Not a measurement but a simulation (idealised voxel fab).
The process module that follows is named voxel self aligned contacts.
Square cells of 5 nm make up the cross-section cut, whose width is 215 nm.
Cross-section format: a grid of square cells, given as bands from top to bottom; each band is one or more rows of cells.
Read a band's entry like this: the first values are the height of its top and the height of its bottom in nm, and what follows is the sequence of materials from left to right, each with its width in nm. Note that "empty" is empty space, and that a single material marked "everywhere" reaches across the band from edge to edge.
Heights are expressed relative to 0, this being the level below which the as-received wafer comprises one material exclusively. The lowest band is unbounded in the downward direction and is denoted as in "0 and below".
Per-row width for "30 to 40": begins at first number (top row of band), ends at second number (bottom row), increment between rows held constant.
It should be understood that the words "nothing changed", when stated for a given step, signify that the cross-section underwent no change in any of its cells during that step.
This entry, "Sealed internal cavities", enumerates those empty regions of no fewer than 8 cells that possess no open connection to the top. Each region is reported in the form width x height at distance, the distance being taken from the left edge, with all three quantities expressed in nm.
The remark found on a step's line after its settings is issued by the simulator itself and pertains to that step.
overlay nm: on a step with a mask, how far right of its planned place the mask lay; negative means left.

SO HERE'S THE LINEUP OF PROCESS STEPS WE PLANNED
1. RECEIVE,material Si
2. OXIDIZE,depth nm 5
3. DIRECTIONAL_DEP,material polySi,thk nm 25
4. DIRECTIONAL_DEP,material SiN,thk nm 20
5. DIRECTIONAL_DEP,material aC,thk nm 10
6. PATTERN,tone cover,mask id GATE,material resist,width nm 25,pitch nm 50,thk nm 30,overlay nm 0
7. DIRECTIONAL_ETCH,etch materials aC,depth nm 10
8. STRIP,etch materials resist
9. DIRECTIONAL_ETCH,etch materials SiN,depth nm 20
10. DIRECTIONAL_ETCH,etch materials polySi,depth nm 25
11. STRIP,etch materials aC
12. CONFORMAL_DEP,material SiN,thk nm 5
13. DIRECTIONAL_ETCH,etch materials SiN,depth nm 5
14. FILL_DEP,material SiO2,thk nm 10
15. CMP,height nm 50
16. MASKED_ETCH,tone open,mask id CONTACT,width nm 35,etch materials SiO2,depth nm 55,overlay nm 0
17. CONFORMAL_DEP,material TiN,thk nm 5
18. FILL_DEP,material Ru,thk nm 5
19. CMP,height nm 50
20. CONFORMAL_DEP,material SiN,thk nm 5

FIRST WAFER OF TWO (RUN AS PLANNED)

DELIVERED WAFER IN CROSS-SECTION: STATE AFTER STEP 1
- 0 and below: Si everywhere
- Sealed internal cavities: none

THE WAFER, SEEN IN CROSS-SECTION, AFTER STEP 2
- 0 down to -5: SiO2 everywhere
- All layers under -5 are left as they were.

THE WAFER, SEEN IN CROSS-SECTION, AFTER STEP 3
- 25 down to 0: polySi everywhere
- All layers under 0 are left as they were.

THE WAFER, SEEN IN CROSS-SECTION, AFTER STEP 4
- 45 down to 25: SiN everywhere
- All layers under 25 are left as they were.

THE WAFER, SEEN IN CROSS-SECTION, AFTER STEP 5
- 55 down to 45: aC everywhere
- All layers under 45 are left as they were.

THE WAFER, SEEN IN CROSS-SECTION, AFTER STEP 6
- 85 down to 55: empty 70 nm; resist 25 nm; empty 25 nm; resist 25 nm; empty 70 nm
- All layers under 55 are left as they were.

THE WAFER, SEEN IN CROSS-SECTION, AFTER STEP 7
- 75 down to 55: empty 70 nm; resist 25 nm; empty 25 nm; resist 25 nm; empty 70 nm
- 55 down to 45: empty 70 nm; aC 25 nm; empty 25 nm; aC 25 nm; empty 70 nm
- All layers under 45 are left as they were.

THE WAFER, SEEN IN CROSS-SECTION, AFTER STEP 8
- 55 down to 45: empty 70 nm; aC 25 nm; empty 25 nm; aC 25 nm; empty 70 nm
- All layers under 45 are left as they were.

THE WAFER, SEEN IN CROSS-SECTION, AFTER STEP 9
- 55 down to 45: empty 70 nm; aC 25 nm; empty 25 nm; aC 25 nm; empty 70 nm
- 45 down to 25: empty 70 nm; SiN 25 nm; empty 25 nm; SiN 25 nm; empty 70 nm
- All layers under 25 are left as they were.

THE WAFER, SEEN IN CROSS-SECTION, AFTER STEP 10
- 55 down to 45: empty 70 nm; aC 25 nm; empty 25 nm; aC 25 nm; empty 70 nm
- 45 down to 25: empty 70 nm; SiN 25 nm; empty 25 nm; SiN 25 nm; empty 70 nm
- 25 down to 0: empty 70 nm; polySi 25 nm; empty 25 nm; polySi 25 nm; empty 70 nm
- All layers under 0 are left as they were.

THE WAFER, SEEN IN CROSS-SECTION, AFTER STEP 11
- 45 down to 25: empty 70 nm; SiN 25 nm; empty 25 nm; SiN 25 nm; empty 70 nm
- All layers under 25 are left as they were.

THE WAFER, SEEN IN CROSS-SECTION, AFTER STEP 12
- 50 down to 25: empty 65 nm; SiN 35 nm; empty 15 nm; SiN 35 nm; empty 65 nm
- 25 down to 5: empty 65 nm; SiN 5 nm; polySi 25 nm; SiN 5 nm; empty 15 nm; SiN 5 nm; polySi 25 nm; SiN 5 nm; empty 65 nm
- 5 down to 0: SiN 70 nm; polySi 25 nm; SiN 25 nm; polySi 25 nm; SiN 70 nm
- All layers under 0 are left as they were.

THE WAFER, SEEN IN CROSS-SECTION, AFTER STEP 13
- 45 down to 25: empty 65 nm; SiN 35 nm; empty 15 nm; SiN 35 nm; empty 65 nm
- 25 down to 0: empty 65 nm; SiN 5 nm; polySi 25 nm; SiN 5 nm; empty 15 nm; SiN 5 nm; polySi 25 nm; SiN 5 nm; empty 65 nm
- All layers under 0 are left as they were.

THE WAFER, SEEN IN CROSS-SECTION, AFTER STEP 14
- 55 down to 45: SiO2 everywhere
- 45 down to 25: SiO2 65 nm; SiN 35 nm; SiO2 15 nm; SiN 35 nm; SiO2 65 nm
- 25 down to 0: SiO2 65 nm; SiN 5 nm; polySi 25 nm; SiN 5 nm; SiO2 15 nm; SiN 5 nm; polySi 25 nm; SiN 5 nm; SiO2 65 nm
- All layers under 0 are left as they were.

THE WAFER, SEEN IN CROSS-SECTION, AFTER STEP 15
- 50 down to 45: SiO2 everywhere
- All layers under 45 are left as they were.

THE WAFER, SEEN IN CROSS-SECTION, AFTER STEP 16
- 50 down to 45: SiO2 90 nm; empty 35 nm; SiO2 90 nm
- 45 down to 25: SiO2 65 nm; SiN 35 nm; empty 15 nm; SiN 35 nm; SiO2 65 nm
- 25 down to 0: SiO2 65 nm; SiN 5 nm; polySi 25 nm; SiN 5 nm; empty 15 nm; SiN 5 nm; polySi 25 nm; SiN 5 nm; SiO2 65 nm
- 0 down to -5: SiO2 100 nm; empty 15 nm; SiO2 100 nm
- All layers under -5 are left as they were.

THE WAFER, SEEN IN CROSS-SECTION, AFTER STEP 17
- 55 down to 50: TiN 95 nm; empty 25 nm; TiN 95 nm
- 50 down to 45: SiO2 90 nm; TiN 15 nm; empty 5 nm; TiN 15 nm; SiO2 90 nm
- 45 down to 25: SiO2 65 nm; SiN 35 nm; TiN 5 nm; empty 5 nm; TiN 5 nm; SiN 35 nm; SiO2 65 nm
- 25 down to 0: SiO2 65 nm; SiN 5 nm; polySi 25 nm; SiN 5 nm; TiN 5 nm; empty 5 nm; TiN 5 nm; SiN 5 nm; polySi 25 nm; SiN 5 nm; SiO2 65 nm
- 0 down to -5: SiO2 100 nm; TiN 15 nm; SiO2 100 nm
- All layers under -5 are left as they were.

THE WAFER, SEEN IN CROSS-SECTION, AFTER STEP 18
- 60 down to 55: Ru everywhere
- 55 down to 50: TiN 95 nm; Ru 25 nm; TiN 95 nm
- 50 down to 45: SiO2 90 nm; TiN 15 nm; Ru 5 nm; TiN 15 nm; SiO2 90 nm
- 45 down to 25: SiO2 65 nm; SiN 35 nm; TiN 5 nm; Ru 5 nm; TiN 5 nm; SiN 35 nm; SiO2 65 nm
- 25 down to 0: SiO2 65 nm; SiN 5 nm; polySi 25 nm; SiN 5 nm; TiN 5 nm; Ru 5 nm; TiN 5 nm; SiN 5 nm; polySi 25 nm; SiN 5 nm; SiO2 65 nm
- All layers under 0 are left as they were.

THE WAFER, SEEN IN CROSS-SECTION, AFTER STEP 19
- 50 down to 45: SiO2 90 nm; TiN 15 nm; Ru 5 nm; TiN 15 nm; SiO2 90 nm
- All layers under 45 are left as they were.

THE WAFER, SEEN IN CROSS-SECTION, AFTER STEP 20
- 55 down to 50: SiN everywhere
- All layers under 50 are left as they were.

SECOND WAFER: SAME START AND SAME PLAN AS THE FIRST, ONE EXECUTION ERROR; IDENTICAL TO THE FIRST THROUGH STEP 11

Cross-sectional representation of the second wafer at the time designated in the plan for the completion of step 12: nothing changed

CROSS-SECTIONAL REPRESENTATION OF THE SECOND WAFER AT THE TIME DESIGNATED IN THE PLAN FOR THE COMPLETION OF STEP 13
- 40 down to 25: empty 70 nm; SiN 25 nm; empty 25 nm; SiN 25 nm; empty 70 nm
- All layers under 25 are left as they were.

CROSS-SECTIONAL REPRESENTATION OF THE SECOND WAFER AT THE TIME DESIGNATED IN THE PLAN FOR THE COMPLETION OF STEP 14
- 50 down to 40: SiO2 everywhere
- 40 down to 25: SiO2 70 nm; SiN 25 nm; SiO2 25 nm; SiN 25 nm; SiO2 70 nm
- 25 down to 0: SiO2 70 nm; polySi 25 nm; SiO2 25 nm; polySi 25 nm; SiO2 70 nm
- All layers under 0 are left as they were.

Cross-sectional representation of the second wafer at the time designated in the plan for the completion of step 15: nothing changed

CROSS-SECTIONAL REPRESENTATION OF THE SECOND WAFER AT THE TIME DESIGNATED IN THE PLAN FOR THE COMPLETION OF STEP 16
- 50 down to 40: SiO2 90 nm; empty 35 nm; SiO2 90 nm
- 40 down to 25: SiO2 70 nm; SiN 25 nm; empty 25 nm; SiN 25 nm; SiO2 70 nm
- 25 down to 0: SiO2 70 nm; polySi 25 nm; empty 25 nm; polySi 25 nm; SiO2 70 nm
- 0 down to -5: SiO2 95 nm; empty 25 nm; SiO2 95 nm
- All layers under -5 are left as they were.

CROSS-SECTIONAL REPRESENTATION OF THE SECOND WAFER AT THE TIME DESIGNATED IN THE PLAN FOR THE COMPLETION OF STEP 17
- 55 down to 50: TiN 95 nm; empty 25 nm; TiN 95 nm
- 50 down to 40: SiO2 90 nm; TiN 5 to 10 nm; empty 25 to 15 nm; TiN 5 to 10 nm; SiO2 90 nm
- 40 down to 25: SiO2 70 nm; SiN 25 nm; TiN 5 nm; empty 15 nm; TiN 5 nm; SiN 25 nm; SiO2 70 nm
- 25 down to 0: SiO2 70 nm; polySi 25 nm; TiN 5 nm; empty 15 nm; TiN 5 nm; polySi 25 nm; SiO2 70 nm
- 0 down to -5: SiO2 95 nm; TiN 25 nm; SiO2 95 nm
- All layers under -5 are left as they were.

CROSS-SECTIONAL REPRESENTATION OF THE SECOND WAFER AT THE TIME DESIGNATED IN THE PLAN FOR THE COMPLETION OF STEP 18
- 60 down to 55: Ru everywhere
- 55 down to 50: TiN 95 nm; Ru 25 nm; TiN 95 nm
- 50 down to 40: SiO2 90 nm; TiN 5 to 10 nm; Ru 25 to 15 nm; TiN 5 to 10 nm; SiO2 90 nm
- 40 down to 25: SiO2 70 nm; SiN 25 nm; TiN 5 nm; Ru 15 nm; TiN 5 nm; SiN 25 nm; SiO2 70 nm
- 25 down to 0: SiO2 70 nm; polySi 25 nm; TiN 5 nm; Ru 15 nm; TiN 5 nm; polySi 25 nm; SiO2 70 nm
- All layers under 0 are left as they were.

CROSS-SECTIONAL REPRESENTATION OF THE SECOND WAFER AT THE TIME DESIGNATED IN THE PLAN FOR THE COMPLETION OF STEP 19
- 50 down to 40: SiO2 90 nm; TiN 5 to 10 nm; Ru 25 to 15 nm; TiN 5 to 10 nm; SiO2 90 nm
- All layers under 40 are left as they were.

CROSS-SECTIONAL REPRESENTATION OF THE SECOND WAFER AT THE TIME DESIGNATED IN THE PLAN FOR THE COMPLETION OF STEP 20
- 55 down to 50: SiN everywhere
- All layers under 50 are left as they were.
Short version of what went wrong: step 12 was dropped from the plan's execution and never run
End of process, cell counts, second wafer against first, materials with more or fewer: 22 more of Ru | 46 fewer of SiN | 24 more of SiO2
